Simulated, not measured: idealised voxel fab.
You're looking at the process module voxel fin reveal.
For reference, the cross-section in this document is cut, with width 235 nm and square cells of 5 nm.
In what follows, cross-sections appear as grids of square cells, described through bands that run from the top down, where every band is one or more rows of cells.
For a band, the entry starts with two heights in nm, that of the top and then that of the bottom, and carries on with the band's materials in order from left to right, each alongside its width in nm; the word "throughout" beside a single material means it fills the band edge to edge, and "air" means empty space.
Height reference: 0 = level under which incoming wafer is all one material. Lowest band: no bottom, runs on downward, e.g. "top 0, no bottom".
Per-row width for "30..40": begins at first number (top row of band), ends at second number (bottom row), increment between rows held constant.
"identical to before" (step): cross-section cells unchanged, all of them.
If an empty space has no open way to the top and is at least 8 cells in size, "Closed void inventory" lists it, written width x height at distance, where distance is measured from the left edge and every value is in nm.
Formally, on a step line, whatever follows the settings is a remark that the simulator itself makes on the step.
The optional step-line setting "overlay nm" applies to steps with a mask and quantifies how far to the right of its planned location the mask lay, a negative value indicating leftward placement.
**Set out below are the planned steps of the process**
1) RECEIVE [material Si]
2) CONFORMAL_DEP [material SiN] [thk nm 5]
3) PATTERN [tone cover] [mask id FINS] [material resist] [width nm 15] [pitch nm 40] [thk nm 20] [overlay nm 0]
4) DIRECTIONAL_ETCH [etch materials SiN] [depth nm 5]
5) DIRECTIONAL_ETCH [etch materials Si] [depth nm 40]
6) STRIP [etch materials resist]
7) FILL_DEP [material SiO2] [thk nm 10]
8) CMP [height nm 5]
9) SELECTIVE_ETCH [etch materials SiO2] [depth nm 30]
10) STRIP [etch materials SiN]
11) CONFORMAL_DEP [material SiO2] [thk nm 5]
**On the first of the two wafers: run conducted according to plan**
**This is the cross-section of the wafer as we received it, i.e. after step 1**
  top 0, no bottom: Si throughout
  Closed void inventory: none
**Cross-section of the wafer after step 2**
  top 5, bottom 0: SiN throughout
  Below 0, no change.
**Cross-section of the wafer after step 3**
  top 25, bottom 5: 50 air, 15 resist, 25 air, 15 resist, 25 air, 15 resist, 25 air, 15 resist, 50 air
  Below 5, no change.
**Cross-section of the wafer after step 4**
  top 25, bottom 5: 50 air, 15 resist, 25 air, 15 resist, 25 air, 15 resist, 25 air, 15 resist, 50 air
  top 5, bottom 0: 50 air, 15 SiN, 25 air, 15 SiN, 25 air, 15 SiN, 25 air, 15 SiN, 50 air
  Below 0, no change.
**Cross-section of the wafer after step 5**
  top 25, bottom 5: 50 air, 15 resist, 25 air, 15 resist, 25 air, 15 resist, 25 air, 15 resist, 50 air
  top 5, bottom 0: 50 air, 15 SiN, 25 air, 15 SiN, 25 air, 15 SiN, 25 air, 15 SiN, 50 air
  top 0, bottom -40: 50 air, 15 Si, 25 air, 15 Si, 25 air, 15 Si, 25 air, 15 Si, 50 air
  Below -40, no change.
**Cross-section of the wafer after step 6**
  top 5, bottom 0: 50 air, 15 SiN, 25 air, 15 SiN, 25 air, 15 SiN, 25 air, 15 SiN, 50 air
  Below 0, no change.
**Cross-section of the wafer after step 7**
  top 15, bottom 5: SiO2 throughout
  top 5, bottom 0: 50 SiO2, 15 SiN, 25 SiO2, 15 SiN, 25 SiO2, 15 SiN, 25 SiO2, 15 SiN, 50 SiO2
  top 0, bottom -40: 50 SiO2, 15 Si, 25 SiO2, 15 Si, 25 SiO2, 15 Si, 25 SiO2, 15 Si, 50 SiO2
  Below -40, no change.
**Cross-section of the wafer after step 8**
  top 5, bottom 0: 50 SiO2, 15 SiN, 25 SiO2, 15 SiN, 25 SiO2, 15 SiN, 25 SiO2, 15 SiN, 50 SiO2
  Below 0, no change.
**Cross-section of the wafer after step 9**
  top 5, bottom 0: 50 air, 15 SiN, 25 air, 15 SiN, 25 air, 15 SiN, 25 air, 15 SiN, 50 air
  top 0, bottom -25: 50 air, 15 Si, 25 air, 15 Si, 25 air, 15 Si, 25 air, 15 Si, 50 air
  Below -25, no change.
**Cross-section of the wafer after step 10**
  top 0, bottom -25: 50 air, 15 Si, 25 air, 15 Si, 25 air, 15 Si, 25 air, 15 Si, 50 air
  Below -25, no change.
**Cross-section of the wafer after step 11**
  top 5, bottom 0: 45 air, 25 SiO2, 15 air, 25 SiO2, 15 air, 25 SiO2, 15 air, 25 SiO2, 45 air
  top 0, bottom -20: 45 air, 5 SiO2, 15 Si, 5 SiO2, 15 air, 5 SiO2, 15 Si, 5 SiO2, 15 air, 5 SiO2, 15 Si, 5 SiO2, 15 air, 5 SiO2, 15 Si, 5 SiO2, 45 air
  top -20, bottom -40: 50 SiO2, 15 Si, 25 SiO2, 15 Si, 25 SiO2, 15 Si, 25 SiO2, 15 Si, 50 SiO2
  Below -40, no change.
**Second Wafer (Identical Start and Plan, One Processing Error; Matches First Wafer Through Step 10)**
**At the planned end of step 11, the second wafer in cross-section**
  top 15, bottom 0: 35 air, 165 SiO2, 35 air
  top 0, bottom -10: 35 air, 15 SiO2, 15 Si, 25 SiO2, 15 Si, 25 SiO2, 15 Si, 25 SiO2, 15 Si, 15 SiO2, 35 air
  top -10, bottom -40: 50 SiO2, 15 Si, 25 SiO2, 15 Si, 25 SiO2, 15 Si, 25 SiO2, 15 Si, 50 SiO2
  Below -40, no change.
Heads up, the wafer didn't run the way we planned it: note that step 11 departed from the planned setting and was carried out as CONFORMAL_DEP [material SiO2] [thk nm 15]
Wafer comparison, final, in cells, second relative to first, materials more or fewer: SiO2 +159
